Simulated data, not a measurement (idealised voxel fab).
voxel self aligned contacts: a process module
We display cut, a cross-section 230 nm in width whose square cells are each 5 nm.
Each cross-section below is a grid of square cells, stated as bands in top-down order, with one or more rows of cells making up each band. Read a band's entry like this: the first values are the height of its top and the height of its bottom in nm, and what follows is the sequence of materials from left to right, each with its width in nm. Note that "blank" is empty space, and that a single material marked "throughout" reaches across the band from edge to edge. Heights are measured from 0, the level below which the as-received wafer is all one material; the lowest band has no bottom and continues downward, written as in "from 0 down". A two-number width, for instance "30->40", indicates that the width is equal to the first number in the top row of the band and to the second number in the bottom row, and that it changes by a constant amount per row of cells. "changes: none" for a step: no cell of the cross-section changed in that step. The entry "Sealed-off cavities" lists the empty spaces that cover at least 8 cells and have no open path to the top. Each is written as width x height at distance, where the distance is measured from the left edge and all three values are in nm. Anything after a step's settings on that line? It's the simulator's own note about the step. If you see "overlay nm" on a step's line and that step has a mask, it's telling you how far right of where it was planned the mask ended up; a negative number means it went left instead. Read the rest as pairs. Take the cross-section before one process step, then the cross-section after it, which shows only down to the lowest band that changed. Under the pair, find the step between them and its settings. Bear in mind that pairs may come from different runs of this module on the same starting wafer: link a pair to the pair above it only where its entry headed "Incoming structure" says to.
Incoming structure
  from 0 down: Si throughout
  Sealed-off cavities: none
State After Step
  from 5 to 0: SiO2 throughout
  Anything lower than 0 is untouched.
  Sealed-off cavities: none
Step between the cross-sections above: CONFORMAL_DEP (material SiO2; thk nm 5)
Incoming structure: It is represented by the cross-section appearing after the step of the pair directly above.
State After Step
  from 25 to 5: polySi throughout
  Anything lower than 5 is untouched.
  Sealed-off cavities: none
Step between the cross-sections above: DIRECTIONAL_DEP (material polySi; thk nm 20)
Incoming structure: It is represented by the cross-section appearing after the step of the pair directly above.
State After Step
  from 40 to 25: SiN throughout
  Anything lower than 25 is untouched.
  Sealed-off cavities: none
Step between the cross-sections above: DIRECTIONAL_DEP (material SiN; thk nm 15)
Incoming structure: It is represented by the cross-section appearing after the step of the pair directly above.
State After Step
  from 55 to 40: aC throughout
  Anything lower than 40 is untouched.
  Sealed-off cavities: none
Step between the cross-sections above: DIRECTIONAL_DEP (material aC; thk nm 15)
Incoming structure: It is represented by the cross-section appearing after the step of the pair directly above.
State After Step
  from 85 to 55: blank=45, resist=30, blank=25, resist=30, blank=25, resist=30, blank=45
  Anything lower than 55 is untouched.
  Sealed-off cavities: none
Step between the cross-sections above: PATTERN (tone cover; mask id GATE; material resist; width nm 30; pitch nm 55; thk nm 30; overlay nm 0)
Incoming structure: It is represented by the cross-section appearing after the step of the pair directly above.
State After Step
  from 70 to 55: blank=45, resist=30, blank=25, resist=30, blank=25, resist=30, blank=45
  from 55 to 40: blank=45, aC=30, blank=25, aC=30, blank=25, aC=30, blank=45
  Anything lower than 40 is untouched.
  Sealed-off cavities: none
Step between the cross-sections above: DIRECTIONAL_ETCH (etch materials aC; depth nm 15)
Incoming structure: It is represented by the cross-section appearing after the step of the pair directly above.
State After Step
  from 55 to 40: blank=45, aC=30, blank=25, aC=30, blank=25, aC=30, blank=45
  Anything lower than 40 is untouched.
  Sealed-off cavities: none
Step between the cross-sections above: STRIP (etch materials resist)
Incoming structure: It is represented by the cross-section appearing after the step of the pair directly above.
State After Step
  from 55 to 40: blank=45, aC=30, blank=25, aC=30, blank=25, aC=30, blank=45
  from 40 to 25: blank=45, SiN=30, blank=25, SiN=30, blank=25, SiN=30, blank=45
  Anything lower than 25 is untouched.
  Sealed-off cavities: none
Step between the cross-sections above: DIRECTIONAL_ETCH (etch materials SiN; depth nm 15)
Incoming structure: It is represented by the cross-section appearing after the step of the pair directly above.
State After Step
  from 55 to 40: blank=45, aC=30, blank=25, aC=30, blank=25, aC=30, blank=45
  from 40 to 25: blank=45, SiN=30, blank=25, SiN=30, blank=25, SiN=30, blank=45
  from 25 to 5: blank=45, polySi=30, blank=25, polySi=30, blank=25, polySi=30, blank=45
  Anything lower than 5 is untouched.
  Sealed-off cavities: none
Step between the cross-sections above: DIRECTIONAL_ETCH (etch materials polySi; depth nm 20)
Incoming structure: It is represented by the cross-section appearing after the step of the pair directly above.
State After Step
  from 40 to 25: blank=45, SiN=30, blank=25, SiN=30, blank=25, SiN=30, blank=45
  Anything lower than 25 is untouched.
  Sealed-off cavities: none
Step between the cross-sections above: STRIP (etch materials aC)
Incoming structure: It is represented by the cross-section appearing after the step of the pair directly above.
State After Step
  from 45 to 25: blank=40, SiN=40, blank=15, SiN=40, blank=15, SiN=40, blank=40
  from 25 to 10: blank=40, SiN=5, polySi=30, SiN=5, blank=15, SiN=5, polySi=30, SiN=5, blank=15, SiN=5, polySi=30, SiN=5, blank=40
  from 10 to 5: SiN=45, polySi=30, SiN=25, polySi=30, SiN=25, polySi=30, SiN=45
  Anything lower than 5 is untouched.
  Sealed-off cavities: none
Step between the cross-sections above: CONFORMAL_DEP (material SiN; thk nm 5)
Incoming structure: It is represented by the cross-section appearing after the step of the pair directly above.
State After Step
  from 40 to 25: blank=40, SiN=40, blank=15, SiN=40, blank=15, SiN=40, blank=40
  from 25 to 5: blank=40, SiN=5, polySi=30, SiN=5, blank=15, SiN=5, polySi=30, SiN=5, blank=15, SiN=5, polySi=30, SiN=5, blank=40
  Anything lower than 5 is untouched.
  Sealed-off cavities: none
Step between the cross-sections above: DIRECTIONAL_ETCH (etch materials SiN; depth nm 5)
Incoming structure: It is represented by the cross-section appearing after the step of the pair directly above.
State After Step
  from 55 to 40: SiO2 throughout
  from 40 to 25: SiO2=40, SiN=40, SiO2=15, SiN=40, SiO2=15, SiN=40, SiO2=40
  from 25 to 5: SiO2=40, SiN=5, polySi=30, SiN=5, SiO2=15, SiN=5, polySi=30, SiN=5, SiO2=15, SiN=5, polySi=30, SiN=5, SiO2=40
  Anything lower than 5 is untouched.
  Sealed-off cavities: none
Step between the cross-sections above: FILL_DEP (material SiO2; thk nm 15)
Incoming structure: It is represented by the cross-section appearing after the step of the pair directly above.
State After Step
  from 50 to 40: SiO2 throughout
  Anything lower than 40 is untouched.
  Sealed-off cavities: none
Step between the cross-sections above: CMP (height nm 50)
Incoming structure: It is represented by the cross-section appearing after the step of the pair directly above.
State After Step
  from 65 to 50: aC throughout
  Anything lower than 50 is untouched.
  Sealed-off cavities: none
Step between the cross-sections above: DIRECTIONAL_DEP (material aC; thk nm 15)
Incoming structure: It is represented by the cross-section appearing after the step of the pair directly above.
State After Step
  from 100 to 65: resist=70, blank=35, resist=20, blank=35, resist=70
  Anything lower than 65 is untouched.
  Sealed-off cavities: none
Step between the cross-sections above: PATTERN (tone open; mask id CONTACT; material resist; width nm 35; pitch nm 55; thk nm 35; overlay nm 0)
Incoming structure: It is represented by the cross-section appearing after the step of the pair directly above.
State After Step
  from 85 to 65: resist=70, blank=35, resist=20, blank=35, resist=70
  from 65 to 50: aC=70, blank=35, aC=20, blank=35, aC=70
  Anything lower than 50 is untouched.
  Sealed-off cavities: none
Step between the cross-sections above: DIRECTIONAL_ETCH (etch materials aC; depth nm 15)
Incoming structure: It is represented by the cross-section appearing after the step of the pair directly above.
State After Step
  from 65 to 50: aC=70, blank=35, aC=20, blank=35, aC=70
  Anything lower than 50 is untouched.
  Sealed-off cavities: none
Step between the cross-sections above: STRIP (etch materials resist)
Incoming structure: It is represented by the cross-section appearing after the step of the pair directly above.
State After Step
  from 65 to 50: aC=70, blank=35, aC=20, blank=35, aC=70
  from 50 to 40: SiO2=70, blank=35, SiO2=20, blank=35, SiO2=70
  from 40 to 25: SiO2=40, SiN=40, blank=15, SiN=40, blank=15, SiN=40, SiO2=40
  from 25 to 5: SiO2=40, SiN=5, polySi=30, SiN=5, blank=15, SiN=5, polySi=30, SiN=5, blank=15, SiN=5, polySi=30, SiN=5, SiO2=40
  from 5 to 0: SiO2=80, blank=15, SiO2=40, blank=15, SiO2=80
  Anything lower than 0 is untouched.
  Sealed-off cavities: none
Step between the cross-sections above: DIRECTIONAL_ETCH (etch materials SiO2; depth nm 50)
Incoming structure: It is represented by the cross-section appearing after the step of the pair directly above.
State After Step
  from 50 to 40: SiO2=70, blank=35, SiO2=20, blank=35, SiO2=70
  Anything lower than 40 is untouched.
  Sealed-off cavities: none
Step between the cross-sections above: STRIP (etch materials aC)
Incoming structure: It is represented by the cross-section appearing after the step of the pair directly above.
State After Step
  from 55 to 50: TiN=75, blank=25, TiN=30, blank=25, TiN=75
  from 50 to 40: SiO2=70, TiN=5->15, blank=25->5, TiN=5->15, SiO2=20, TiN=5->15, blank=25->5, TiN=5->15, SiO2=70
  from 40 to 25: SiO2=40, SiN=40, TiN=5, blank=5, TiN=5, SiN=40, TiN=5, blank=5, TiN=5, SiN=40, SiO2=40
  from 25 to 5: SiO2=40, SiN=5, polySi=30, SiN=5, TiN=5, blank=5, TiN=5, SiN=5, polySi=30, SiN=5, TiN=5, blank=5, TiN=5, SiN=5, polySi=30, SiN=5, SiO2=40
  from 5 to 0: SiO2=80, TiN=15, SiO2=40, TiN=15, SiO2=80
  Anything lower than 0 is untouched.
  Sealed-off cavities: none
Step between the cross-sections above: CONFORMAL_DEP (material TiN; thk nm 5)
Incoming structure: It is represented by the cross-section appearing after the step of the pair directly above.
State After Step
  from 60 to 55: Ru throughout
  from 55 to 50: TiN=75, Ru=25, TiN=30, Ru=25, TiN=75
  from 50 to 40: SiO2=70, TiN=5->15, Ru=25->5, TiN=5->15, SiO2=20, TiN=5->15, Ru=25->5, TiN=5->15, SiO2=70
  from 40 to 25: SiO2=40, SiN=40, TiN=5, Ru=5, TiN=5, SiN=40, TiN=5, Ru=5, TiN=5, SiN=40, SiO2=40
  from 25 to 5: SiO2=40, SiN=5, polySi=30, SiN=5, TiN=5, Ru=5, TiN=5, SiN=5, polySi=30, SiN=5, TiN=5, Ru=5, TiN=5, SiN=5, polySi=30, SiN=5, SiO2=40
  Anything lower than 5 is untouched.
  Sealed-off cavities: none
Step between the cross-sections above: FILL_DEP (material Ru; thk nm 5)
Incoming structure: It is represented by the cross-section appearing after the step of the pair directly above.
State After Step
  from 50 to 40: SiO2=70, TiN=5->15, Ru=25->5, TiN=5->15, SiO2=20, TiN=5->15, Ru=25->5, TiN=5->15, SiO2=70
  Anything lower than 40 is untouched.
  Sealed-off cavities: none
Step between the cross-sections above: CMP (height nm 50)
Incoming structure: It is represented by the cross-section appearing after the step of the pair directly above.
State After Step
  from 55 to 50: SiCN throughout
  Anything lower than 50 is untouched.
  Sealed-off cavities: none
Step between the cross-sections above: CONFORMAL_DEP (material SiCN; thk nm 5)
Incoming structure
  from 40 to 25: blank=45, SiN=30, blank=25, SiN=30, blank=25, SiN=30, blank=45
  from 25 to 5: blank=45, polySi=30, blank=25, polySi=30, blank=25, polySi=30, blank=45
  from 5 to 0: SiO2 throughout
  from 0 down: Si throughout
  Sealed-off cavities: none
State After Step
  from 35 to 25: blank=45, SiN=30, blank=25, SiN=30, blank=25, SiN=30, blank=45
  Anything lower than 25 is untouched.
  Sealed-off cavities: none
Step between the cross-sections above: DIRECTIONAL_ETCH (etch materials SiN; depth nm 5)
Incoming structure: It is represented by the cross-section appearing after the step of the pair directly above.
State After Step
  from 50 to 35: SiO2 throughout
  from 35 to 25: SiO2=45, SiN=30, SiO2=25, SiN=30, SiO2=25, SiN=30, SiO2=45
  from 25 to 5: SiO2=45, polySi=30, SiO2=25, polySi=30, SiO2=25, polySi=30, SiO2=45
  Anything lower than 5 is untouched.
  Sealed-off cavities: none
Step between the cross-sections above: FILL_DEP (material SiO2; thk nm 15)
Incoming structure: It is represented by the cross-section appearing after the step of the pair directly above.
State After Step
  from 65 to 50: aC throughout
  Anything lower than 50 is untouched.
  Sealed-off cavities: none
Step between the cross-sections above: DIRECTIONAL_DEP (material aC; thk nm 15)
Incoming structure: It is represented by the cross-section appearing after the step of the pair directly above.
State After Step
  from 100 to 65: resist=70, blank=35, resist=20, blank=35, resist=70
  Anything lower than 65 is untouched.
  Sealed-off cavities: none
Step between the cross-sections above: PATTERN (tone open; mask id CONTACT; material resist; width nm 35; pitch nm 55; thk nm 35; overlay nm 0)
Incoming structure: It is represented by the cross-section appearing after the step of the pair directly above.
State After Step
  from 85 to 65: resist=70, blank=35, resist=20, blank=35, resist=70
  from 65 to 50: aC=70, blank=35, aC=20, blank=35, aC=70
  Anything lower than 50 is untouched.
  Sealed-off cavities: none
Step between the cross-sections above: DIRECTIONAL_ETCH (etch materials aC; depth nm 15)
Incoming structure: It is represented by the cross-section appearing after the step of the pair directly above.
State After Step
  from 65 to 50: aC=70, blank=35, aC=20, blank=35, aC=70
  Anything lower than 50 is untouched.
  Sealed-off cavities: none
Step between the cross-sections above: STRIP (etch materials resist)
Incoming structure: It is represented by the cross-section appearing after the step of the pair directly above.
State After Step
  from 65 to 50: aC=70, blank=35, aC=20, blank=35, aC=70
  from 50 to 35: SiO2=70, blank=35, SiO2=20, blank=35, SiO2=70
  from 35 to 25: SiO2=45, SiN=30, blank=25, SiN=30, blank=25, SiN=30, SiO2=45
  from 25 to 5: SiO2=45, polySi=30, blank=25, polySi=30, blank=25, polySi=30, SiO2=45
  from 5 to 0: SiO2=75, blank=25, SiO2=30, blank=25, SiO2=75
  Anything lower than 0 is untouched.
  Sealed-off cavities: none
Step between the cross-sections above: DIRECTIONAL_ETCH (etch materials SiO2; depth nm 50)
Incoming structure: It is represented by the cross-section appearing after the step of the pair directly above.
State After Step
  from 50 to 35: SiO2=70, blank=35, SiO2=20, blank=35, SiO2=70
  Anything lower than 35 is untouched.
  Sealed-off cavities: none
Step between the cross-sections above: STRIP (etch materials aC)
Incoming structure: It is represented by the cross-section appearing after the step of the pair directly above.
State After Step
  from 55 to 50: TiN=75, blank=25, TiN=30, blank=25, TiN=75
  from 50 to 40: SiO2=70, TiN=5, blank=25, TiN=5, SiO2=20, TiN=5, blank=25, TiN=5, SiO2=70
  from 40 to 35: SiO2=70, TiN=10, blank=15, TiN=10, SiO2=20, TiN=10, blank=15, TiN=10, SiO2=70
  from 35 to 25: SiO2=45, SiN=30, TiN=5, blank=15, TiN=5, SiN=30, TiN=5, blank=15, TiN=5, SiN=30, SiO2=45
  from 25 to 5: SiO2=45, polySi=30, TiN=5, blank=15, TiN=5, polySi=30, TiN=5, blank=15, TiN=5, polySi=30, SiO2=45
  from 5 to 0: SiO2=75, TiN=25, SiO2=30, TiN=25, SiO2=75
  Anything lower than 0 is untouched.
  Sealed-off cavities: none
Step between the cross-sections above: CONFORMAL_DEP (material TiN; thk nm 5)
Incoming structure: It is represented by the cross-section appearing after the step of the pair directly above.
State After Step
  from 60 to 55: Ru throughout
  from 55 to 50: TiN=75, Ru=25, TiN=30, Ru=25, TiN=75
  from 50 to 40: SiO2=70, TiN=5, Ru=25, TiN=5, SiO2=20, TiN=5, Ru=25, TiN=5, SiO2=70
  from 40 to 35: SiO2=70, TiN=10, Ru=15, TiN=10, SiO2=20, TiN=10, Ru=15, TiN=10, SiO2=70
  from 35 to 25: SiO2=45, SiN=30, TiN=5, Ru=15, TiN=5, SiN=30, TiN=5, Ru=15, TiN=5, SiN=30, SiO2=45
  from 25 to 5: SiO2=45, polySi=30, TiN=5, Ru=15, TiN=5, polySi=30, TiN=5, Ru=15, TiN=5, polySi=30, SiO2=45
  Anything lower than 5 is untouched.
  Sealed-off cavities: none
Step between the cross-sections above: FILL_DEP (material Ru; thk nm 5)
Incoming structure: It is represented by the cross-section appearing after the step of the pair directly above.
State After Step
  from 50 to 40: SiO2=70, TiN=5, Ru=25, TiN=5, SiO2=20, TiN=5, Ru=25, TiN=5, SiO2=70
  Anything lower than 40 is untouched.
  Sealed-off cavities: none
Step between the cross-sections above: CMP (height nm 50)
Incoming structure: It is represented by the cross-section appearing after the step of the pair directly above.
State After Step
  from 55 to 50: SiCN throughout
  Anything lower than 50 is untouched.
  Sealed-off cavities: none
Step between the cross-sections above: CONFORMAL_DEP (material SiCN; thk nm 5)
Incoming structure
  from 40 to 25: SiN throughout
  from 25 to 5: polySi throughout
  from 5 to 0: SiO2 throughout
  from 0 down: Si throughout
  Sealed-off cavities: none
State After Step
  from 55 to 25: SiN throughout
  Anything lower than 25 is untouched.
  Sealed-off cavities: none
Step between the cross-sections above: DIRECTIONAL_DEP (material SiN; thk nm 15)
Incoming structure: It is represented by the cross-section appearing after the step of the pair directly above.
State After Step
  from 70 to 55: aC throughout
  Anything lower than 55 is untouched.
  Sealed-off cavities: none
Step between the cross-sections above: DIRECTIONAL_DEP (material aC; thk nm 15)
Incoming structure: It is represented by the cross-section appearing after the step of the pair directly above.
State After Step
  from 100 to 70: blank=45, resist=30, blank=25, resist=30, blank=25, resist=30, blank=45
  Anything lower than 70 is untouched.
  Sealed-off cavities: none
Step between the cross-sections above: PATTERN (tone cover; mask id GATE; material resist; width nm 30; pitch nm 55; thk nm 30; overlay nm 0)
Incoming structure: It is represented by the cross-section appearing after the step of the pair directly above.
State After Step
  from 85 to 70: blank=45, resist=30, blank=25, resist=30, blank=25, resist=30, blank=45
  from 70 to 55: blank=45, aC=30, blank=25, aC=30, blank=25, aC=30, blank=45
  Anything lower than 55 is untouched.
  Sealed-off cavities: none
Step between the cross-sections above: DIRECTIONAL_ETCH (etch materials aC; depth nm 15)
Incoming structure: It is represented by the cross-section appearing after the step of the pair directly above.
State After Step
  from 70 to 55: blank=45, aC=30, blank=25, aC=30, blank=25, aC=30, blank=45
  Anything lower than 55 is untouched.
  Sealed-off cavities: none
Step between the cross-sections above: STRIP (etch materials resist)
Incoming structure: It is represented by the cross-section appearing after the step of the pair directly above.
State After Step
  from 70 to 55: blank=45, aC=30, blank=25, aC=30, blank=25, aC=30, blank=45
  from 55 to 40: blank=45, SiN=30, blank=25, SiN=30, blank=25, SiN=30, blank=45
  Anything lower than 40 is untouched.
  Sealed-off cavities: none
Step between the cross-sections above: DIRECTIONAL_ETCH (etch materials SiN; depth nm 15)
Incoming structure: It is represented by the cross-section appearing after the step of the pair directly above.
State After Step
  from 55 to 40: blank=45, SiN=30, blank=25, SiN=30, blank=25, SiN=30, blank=45
  Anything lower than 40 is untouched.
  Sealed-off cavities: none
Step between the cross-sections above: STRIP (etch materials aC)
Incoming structure: It is represented by the cross-section appearing after the step of the pair directly above.
State After Step
  from 60 to 45: blank=40, SiN=40, blank=15, SiN=40, blank=15, SiN=40, blank=40
  from 45 to 25: SiN throughout
  Anything lower than 25 is untouched.
  Sealed-off cavities: none
Step between the cross-sections above: CONFORMAL_DEP (material SiN; thk nm 5)
Incoming structure: It is represented by the cross-section appearing after the step of the pair directly above.
State After Step
  from 55 to 40: blank=40, SiN=40, blank=15, SiN=40, blank=15, SiN=40, blank=40
  Anything lower than 40 is untouched.
  Sealed-off cavities: none
Step between the cross-sections above: DIRECTIONAL_ETCH (etch materials SiN; depth nm 5)
Incoming structure: It is represented by the cross-section appearing after the step of the pair directly above.
State After Step
  from 70 to 55: SiO2 throughout
  from 55 to 40: SiO2=40, SiN=40, SiO2=15, SiN=40, SiO2=15, SiN=40, SiO2=40
  Anything lower than 40 is untouched.
  Sealed-off cavities: none
Step between the cross-sections above: FILL_DEP (material SiO2; thk nm 15)
Incoming structure: It is represented by the cross-section appearing after the step of the pair directly above.
State After Step
  from 50 to 40: SiO2=40, SiN=40, SiO2=15, SiN=40, SiO2=15, SiN=40, SiO2=40
  Anything lower than 40 is untouched.
  Sealed-off cavities: none
Step between the cross-sections above: CMP (height nm 50)
Incoming structure: It is represented by the cross-section appearing after the step of the pair directly above.
State After Step
  from 65 to 50: aC throughout
  Anything lower than 50 is untouched.
  Sealed-off cavities: none
Step between the cross-sections above: DIRECTIONAL_DEP (material aC; thk nm 15)
Incoming structure: It is represented by the cross-section appearing after the step of the pair directly above.
State After Step
  from 100 to 65: resist=70, blank=35, resist=20, blank=35, resist=70
  Anything lower than 65 is untouched.
  Sealed-off cavities: none
Step between the cross-sections above: PATTERN (tone open; mask id CONTACT; material resist; width nm 35; pitch nm 55; thk nm 35; overlay nm 0)
Incoming structure: It is represented by the cross-section appearing after the step of the pair directly above.
State After Step
  from 85 to 65: resist=70, blank=35, resist=20, blank=35, resist=70
  from 65 to 50: aC=70, blank=35, aC=20, blank=35, aC=70
  Anything lower than 50 is untouched.
  Sealed-off cavities: none
Step between the cross-sections above: DIRECTIONAL_ETCH (etch materials aC; depth nm 15)
Incoming structure: It is represented by the cross-section appearing after the step of the pair directly above.
State After Step
  from 65 to 50: aC=70, blank=35, aC=20, blank=35, aC=70
  Anything lower than 50 is untouched.
  Sealed-off cavities: none
Step between the cross-sections above: STRIP (etch materials resist)
Incoming structure: It is represented by the cross-section appearing after the step of the pair directly above.
State After Step
  from 65 to 50: aC=70, blank=35, aC=20, blank=35, aC=70
  from 50 to 40: SiO2=40, SiN=40, blank=15, SiN=40, blank=15, SiN=40, SiO2=40
  Anything lower than 40 is untouched.
  Sealed-off cavities: none
Step between the cross-sections above: DIRECTIONAL_ETCH (etch materials SiO2; depth nm 50)
Incoming structure: It is represented by the cross-section appearing after the step of the pair directly above.
State After Step
  from 50 to 40: SiO2=40, SiN=40, blank=15, SiN=40, blank=15, SiN=40, SiO2=40
  Anything lower than 40 is untouched.
  Sealed-off cavities: none
Step between the cross-sections above: STRIP (etch materials aC)
Incoming structure: It is represented by the cross-section appearing after the step of the pair directly above.
State After Step
  from 55 to 50: TiN=85, blank=5, TiN=50, blank=5, TiN=85
  from 50 to 45: SiO2=40, SiN=40, TiN=5, blank=5, TiN=5, SiN=40, TiN=5, blank=5, TiN=5, SiN=40, SiO2=40
  from 45 to 40: SiO2=40, SiN=40, TiN=15, SiN=40, TiN=15, SiN=40, SiO2=40
  Anything lower than 40 is untouched.
  Sealed-off cavities: none
Step between the cross-sections above: CONFORMAL_DEP (material TiN; thk nm 5)
Incoming structure: It is represented by the cross-section appearing after the step of the pair directly above.
State After Step
  from 60 to 55: Ru throughout
  from 55 to 50: TiN=85, Ru=5, TiN=50, Ru=5, TiN=85
  from 50 to 45: SiO2=40, SiN=40, TiN=5, Ru=5, TiN=5, SiN=40, TiN=5, Ru=5, TiN=5, SiN=40, SiO2=40
  Anything lower than 45 is untouched.
  Sealed-off cavities: none
Step between the cross-sections above: FILL_DEP (material Ru; thk nm 5)
Incoming structure: It is represented by the cross-section appearing after the step of the pair directly above.
State After Step
  from 50 to 45: SiO2=40, SiN=40, TiN=5, Ru=5, TiN=5, SiN=40, TiN=5, Ru=5, TiN=5, SiN=40, SiO2=40
  Anything lower than 45 is untouched.
  Sealed-off cavities: none
Step between the cross-sections above: CMP (height nm 50)
Incoming structure: It is represented by the cross-section appearing after the step of the pair directly above.
State After Step
  from 55 to 50: SiCN throughout
  Anything lower than 50 is untouched.
  Sealed-off cavities: none
Step between the cross-sections above: CONFORMAL_DEP (material SiCN; thk nm 5)
Incoming structure
  from 0 down: Si throughout
  Sealed-off cavities: none
State After Step
  from 20 to 0: polySi throughout
  Anything lower than 0 is untouched.
  Sealed-off cavities: none
Step between the cross-sections above: DIRECTIONAL_DEP (material polySi; thk nm 20)
Incoming structure: It is represented by the cross-section appearing after the step of the pair directly above.
State After Step
  from 25 to 20: SiO2 throughout
  Anything lower than 20 is untouched.
  Sealed-off cavities: none
Step between the cross-sections above: CONFORMAL_DEP (material SiO2; thk nm 5)
Incoming structure: It is represented by the cross-section appearing after the step of the pair directly above.
State After Step
  from 40 to 25: SiN throughout
  Anything lower than 25 is untouched.
  Sealed-off cavities: none
Step between the cross-sections above: DIRECTIONAL_DEP (material SiN; thk nm 15)
Incoming structure: It is represented by the cross-section appearing after the step of the pair directly above.
State After Step
  from 55 to 40: aC throughout
  Anything lower than 40 is untouched.
  Sealed-off cavities: none
Step between the cross-sections above: DIRECTIONAL_DEP (material aC; thk nm 15)
Incoming structure: It is represented by the cross-section appearing after the step of the pair directly above.
State After Step
  from 85 to 55: blank=45, resist=30, blank=25, resist=30, blank=25, resist=30, blank=45
  Anything lower than 55 is untouched.
  Sealed-off cavities: none
Step between the cross-sections above: PATTERN (tone cover; mask id GATE; material resist; width nm 30; pitch nm 55; thk nm 30; overlay nm 0)
Incoming structure: It is represented by the cross-section appearing after the step of the pair directly above.
State After Step
  from 70 to 55: blank=45, resist=30, blank=25, resist=30, blank=25, resist=30, blank=45
  from 55 to 40: blank=45, aC=30, blank=25, aC=30, blank=25, aC=30, blank=45
  Anything lower than 40 is untouched.
  Sealed-off cavities: none
Step between the cross-sections above: DIRECTIONAL_ETCH (etch materials aC; depth nm 15)
Incoming structure: It is represented by the cross-section appearing after the step of the pair directly above.
State After Step
  from 55 to 40: blank=45, aC=30, blank=25, aC=30, blank=25, aC=30, blank=45
  Anything lower than 40 is untouched.
  Sealed-off cavities: none
Step between the cross-sections above: STRIP (etch materials resist)
Incoming structure: It is represented by the cross-section appearing after the step of the pair directly above.
State After Step
  from 55 to 40: blank=45, aC=30, blank=25, aC=30, blank=25, aC=30, blank=45
  from 40 to 25: blank=45, SiN=30, blank=25, SiN=30, blank=25, SiN=30, blank=45
  Anything lower than 25 is untouched.
  Sealed-off cavities: none
Step between the cross-sections above: DIRECTIONAL_ETCH (etch materials SiN; depth nm 15)
Incoming structure: It is represented by the cross-section appearing after the step of the pair directly above.
State After Step
  from 40 to 25: blank=45, SiN=30, blank=25, SiN=30, blank=25, SiN=30, blank=45
  Anything lower than 25 is untouched.
  Sealed-off cavities: none
Step between the cross-sections above: STRIP (etch materials aC)
Incoming structure: It is represented by the cross-section appearing after the step of the pair directly above.
State After Step
  from 45 to 30: blank=40, SiN=40, blank=15, SiN=40, blank=15, SiN=40, blank=40
  from 30 to 25: SiN throughout
  Anything lower than 25 is untouched.
  Sealed-off cavities: none
Step between the cross-sections above: CONFORMAL_DEP (material SiN; thk nm 5)
Incoming structure: It is represented by the cross-section appearing after the step of the pair directly above.
State After Step
  from 40 to 25: blank=40, SiN=40, blank=15, SiN=40, blank=15, SiN=40, blank=40
  Anything lower than 25 is untouched.
  Sealed-off cavities: none
Step between the cross-sections above: DIRECTIONAL_ETCH (etch materials SiN; depth nm 5)
Incoming structure: It is represented by the cross-section appearing after the step of the pair directly above.
State After Step
  from 55 to 40: SiO2 throughout
  from 40 to 25: SiO2=40, SiN=40, SiO2=15, SiN=40, SiO2=15, SiN=40, SiO2=40
  Anything lower than 25 is untouched.
  Sealed-off cavities: none
Step between the cross-sections above: FILL_DEP (material SiO2; thk nm 15)
Incoming structure: It is represented by the cross-section appearing after the step of the pair directly above.
State After Step
  from 50 to 40: SiO2 throughout
  Anything lower than 40 is untouched.
  Sealed-off cavities: none
Step between the cross-sections above: CMP (height nm 50)
Incoming structure: It is represented by the cross-section appearing after the step of the pair directly above.
State After Step
  from 65 to 50: aC throughout
  Anything lower than 50 is untouched.
  Sealed-off cavities: none
Step between the cross-sections above: DIRECTIONAL_DEP (material aC; thk nm 15)
Incoming structure: It is represented by the cross-section appearing after the step of the pair directly above.
State After Step
  from 100 to 65: resist=70, blank=35, resist=20, blank=35, resist=70
  Anything lower than 65 is untouched.
  Sealed-off cavities: none
Step between the cross-sections above: PATTERN (tone open; mask id CONTACT; material resist; width nm 35; pitch nm 55; thk nm 35; overlay nm 0)
Incoming structure: It is represented by the cross-section appearing after the step of the pair directly above.
State After Step
  from 85 to 65: resist=70, blank=35, resist=20, blank=35, resist=70
  from 65 to 50: aC=70, blank=35, aC=20, blank=35, aC=70
  Anything lower than 50 is untouched.
  Sealed-off cavities: none
Step between the cross-sections above: DIRECTIONAL_ETCH (etch materials aC; depth nm 15)
Incoming structure: It is represented by the cross-section appearing after the step of the pair directly above.
State After Step
  from 65 to 50: aC=70, blank=35, aC=20, blank=35, aC=70
  Anything lower than 50 is untouched.
  Sealed-off cavities: none
Step between the cross-sections above: STRIP (etch materials resist)
Incoming structure: It is represented by the cross-section appearing after the step of the pair directly above.
State After Step
  from 65 to 50: aC=70, blank=35, aC=20, blank=35, aC=70
  from 50 to 40: SiO2=70, blank=35, SiO2=20, blank=35, SiO2=70
  from 40 to 25: SiO2=40, SiN=40, blank=15, SiN=40, blank=15, SiN=40, SiO2=40
  from 25 to 20: SiO2=80, blank=15, SiO2=40, blank=15, SiO2=80
  Anything lower than 20 is untouched.
  Sealed-off cavities: none
Step between the cross-sections above: DIRECTIONAL_ETCH (etch materials SiO2; depth nm 50)
Incoming structure: It is represented by the cross-section appearing after the step of the pair directly above.
State After Step
  from 50 to 40: SiO2=70, blank=35, SiO2=20, blank=35, SiO2=70
  Anything lower than 40 is untouched.
  Sealed-off cavities: none
Step between the cross-sections above: STRIP (etch materials aC)
Incoming structure: It is represented by the cross-section appearing after the step of the pair directly above.
State After Step
  from 55 to 50: TiN=75, blank=25, TiN=30, blank=25, TiN=75
  from 50 to 40: SiO2=70, TiN=5->15, blank=25->5, TiN=5->15, SiO2=20, TiN=5->15, blank=25->5, TiN=5->15, SiO2=70
  from 40 to 25: SiO2=40, SiN=40, TiN=5, blank=5, TiN=5, SiN=40, TiN=5, blank=5, TiN=5, SiN=40, SiO2=40
  from 25 to 20: SiO2=80, TiN=15, SiO2=40, TiN=15, SiO2=80
  Anything lower than 20 is untouched.
  Sealed-off cavities: none
Step between the cross-sections above: CONFORMAL_DEP (material TiN; thk nm 5)
Incoming structure: It is represented by the cross-section appearing after the step of the pair directly above.
State After Step
  from 60 to 55: Ru throughout
  from 55 to 50: TiN=75, Ru=25, TiN=30, Ru=25, TiN=75
  from 50 to 40: SiO2=70, TiN=5->15, Ru=25->5, TiN=5->15, SiO2=20, TiN=5->15, Ru=25->5, TiN=5->15, SiO2=70
  from 40 to 25: SiO2=40, SiN=40, TiN=5, Ru=5, TiN=5, SiN=40, TiN=5, Ru=5, TiN=5, SiN=40, SiO2=40
  Anything lower than 25 is untouched.
  Sealed-off cavities: none
Step between the cross-sections above: FILL_DEP (material Ru; thk nm 5)
Incoming structure: It is represented by the cross-section appearing after the step of the pair directly above.
State After Step
  from 50 to 40: SiO2=70, TiN=5->15, Ru=25->5, TiN=5->15, SiO2=20, TiN=5->15, Ru=25->5, TiN=5->15, SiO2=70
  Anything lower than 40 is untouched.
  Sealed-off cavities: none
Step between the cross-sections above: CMP (height nm 50)
Incoming structure: It is represented by the cross-section appearing after the step of the pair directly above.
State After Step
  from 55 to 50: SiCN throughout
  Anything lower than 50 is untouched.
  Sealed-off cavities: none
Step between the cross-sections above: CONFORMAL_DEP (material SiCN; thk nm 5)
